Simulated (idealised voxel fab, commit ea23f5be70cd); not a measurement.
process module | voxel self aligned contacts
cross-section cut | 270 nm wide | cells 5 nm
A cross-section is a grid of square cells, given in bands from the top down. A band is one or more rows of cells.
Each band's line starts with the height of the band's top and of its bottom, in nm. Then come its materials from left to right, each with its width in nm. One material with "throughout" fills the band from edge to edge. "air" is empty space.
Height 0 is the level under which the wafer as received is all one material. The lowest band goes on downwards, as in "0 down".
A width such as "30 to 40" changes by the same amount from each row of cells to the next, from the band's top row to its bottom row.
"no change" after a step means that no cell of the cross-section changed.
closed voids: empty space of 8 cells or more with no open way to the top, each as width x height at its distance from the left edge, in nm
after a step's settings: what the simulator itself notes on the step
overlay nm, on a step with a mask: how far to the right of its planned place the mask lay; to the left if negative
plan
1 op RECEIVE | material Si
2 op CONFORMAL_DEP | material SiO2 | thk nm 5
3 op DIRECTIONAL_DEP | material polySi | thk nm 25
4 op DIRECTIONAL_DEP | material SiN | thk nm 20
5 op MASKED_ETCH | tone cover | mask id GATE | width nm 25 | pitch nm 65 | etch materials SiN | depth nm 20 | overlay nm 0
6 op MASKED_ETCH | tone cover | mask id GATE | width nm 25 | pitch nm 65 | etch materials polySi | depth nm 25 | overlay nm 0
7 op CONFORMAL_DEP | material SiN | thk nm 10
8 op DIRECTIONAL_ETCH | etch materials SiN | depth nm 10
9 op FILL_DEP | material SiO2 | thk nm 15
10 op CMP | height nm 55
11 op PATTERN | tone open | mask id CONTACT | material resist | width nm 50 | pitch nm 65 | thk nm 15 | overlay nm 0
12 op DIRECTIONAL_ETCH | etch materials SiO2 | depth nm 55
13 op STRIP | etch materials resist
14 op CONFORMAL_DEP | material TiN | thk nm 5
15 op FILL_DEP | material W | thk nm 5
16 op CMP | height nm 55
17 op CONFORMAL_DEP | material SiN | thk nm 5
as received, after step 1
  0 down: Si throughout
  closed voids: none
first wafer at the end, as planned
  60 to 55: SiN throughout
  55 to 50: SiO2 75 | TiN 20 | W 10 | TiN 20 | SiO2 15 | TiN 20 | W 10 | TiN 20 | SiO2 80
  50 to 30: SiO2 45 | SiN 45 | TiN 5 | W 10 | TiN 5 | SiN 45 | TiN 5 | W 10 | TiN 5 | SiN 45 | SiO2 50
  30 to 5: SiO2 45 | SiN 10 | polySi 25 | SiN 10 | TiN 5 | W 10 | TiN 5 | SiN 10 | polySi 25 | SiN 10 | TiN 5 | W 10 | TiN 5 | SiN 10 | polySi 25 | SiN 10 | SiO2 50
  5 to 0: SiO2 90 | TiN 20 | SiO2 45 | TiN 20 | SiO2 95
  0 down: Si throughout
  closed voids: none
second wafer at the end: like start, like plan, one mistake
  60 to 55: SiN throughout
  55 to 50: SiO2 75 | TiN 50 | SiO2 15 | TiN 50 | SiO2 80
  50 to 30: W throughout
  30 to 5: polySi throughout
  5 to 0: SiO2 throughout
  0 down: Si throughout
  closed voids: none
what went wrong: step 4 ran as: op DIRECTIONAL_DEP | material W | thk nm 20
at the end the second wafer has, in cells: 168 fewer of SiN | 163 fewer of SiO2 | 40 fewer of TiN | 176 more of W | 195 more of polySi
